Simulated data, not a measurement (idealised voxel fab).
A process module follows: voxel ribs on slabs.
FYI the section here is cut, 270 nm wide, cells are 5 nm squares.
Just so we're on the same page, the cross-sections are grids of square cells, and they're listed out in bands top to bottom, each band one or more rows deep.
Basically the band line says how high the top is and how high the bottom is, in nm, and then what's in it from left to right, every material with its width in nm. Empty space shows up as "air", and if a single material carries "everywhere" it runs the full band edge to edge.
Counting heights begins at 0, where everything beneath is, in the wafer as received, one material. The lowest band has no bottom; it goes on downwards, as "0..down" shows.
Width: "30..40" (first number = top row, second number = bottom row, same change from row to row of cells).
Reading "left unchanged" for a step: not a cell of the cross-section changed in it.
Each empty space that has no open way to the top and spans at least 8 cells appears under "Enclosed voids" as width x height at distance, the distance counted from the left edge, all in nm.
Formally, on a step line, whatever follows the settings is a remark that the simulator itself makes on the step.
If you see "overlay nm" on a step's line and that step has a mask, it's telling you how far right of where it was planned the mask ended up; a negative number means it went left instead.
LISTED BELOW ARE THE PROCESS STEPS AS PLANNED
1,RECEIVE, material Si
2,DIRECTIONAL_DEP, material SiO2, thk nm 20
3,DIRECTIONAL_DEP, material polySi, thk nm 20
4,DIRECTIONAL_DEP, material aC, thk nm 10
5,PATTERN, tone cover, mask id RIB, material resist, width nm 20, thk nm 30, overlay nm 0
6,DIRECTIONAL_ETCH, etch materials aC, depth nm 10
7,STRIP, etch materials resist
8,DIRECTIONAL_ETCH, etch materials polySi, depth nm 15
9,STRIP, etch materials aC
10,PATTERN, tone cover, mask id SLAB, material resist, width nm 60, thk nm 15, overlay nm 0
11,DIRECTIONAL_ETCH, etch materials polySi, depth nm 5
12,STRIP, etch materials resist
13,FILL_DEP, material SiO2, thk nm 25
14,CMP, height nm 55
15,DIRECTIONAL_DEP, material W, thk nm 5
16,PATTERN, tone cover, mask id HEATER, material resist, width nm 30, thk nm 20, overlay nm 0
17,DIRECTIONAL_ETCH, etch materials W, depth nm 5
18,STRIP, etch materials resist
19,CONFORMAL_DEP, material SiN, thk nm 5
SHOWN IN CROSS-SECTION IS THE WAFER AS RECEIVED, THAT IS, AS IT STANDS AFTER STEP 1
    0..down | Si everywhere
    Enclosed voids: none
THE FIRST OF THE TWO WAFERS AS SEEN IN CROSS-SECTION ONCE THE MODULE WAS FINISHED; PROCESSING FOLLOWED THE PLAN
    65..60 | air 115; SiN 40; air 115
    60..55 | SiN 120; W 30; SiN 120
    55..40 | SiO2 everywhere
    40..25 | SiO2 125; polySi 20; SiO2 125
    25..20 | SiO2 105; polySi 60; SiO2 105
    20..0 | SiO2 everywhere
    0..down | Si everywhere
    Enclosed voids: none
SAME START, SAME PLAN AS THE FIRST WAFER - BUT ONE MISTAKE IN THE RUN. CROSS-SECTION OF THE SECOND OF THE TWO AT THE END OF THE MODULE
    65..60 | air 115; aC 40; air 115
    60..55 | aC 120; W 30; aC 120
    55..40 | SiO2 everywhere
    40..25 | SiO2 125; polySi 20; SiO2 125
    25..20 | SiO2 105; polySi 60; SiO2 105
    20..0 | SiO2 everywhere
    0..down | Si everywhere
    Enclosed voids: none
It is concluded that the wafer was processed incorrectly with respect to the plan, in that in deviation from the planned setting, step 19 was conducted as CONFORMAL_DEP, material aC, thk nm 5
Materials where the second wafer ends with more or fewer cells than the first: SiN -56, aC +56
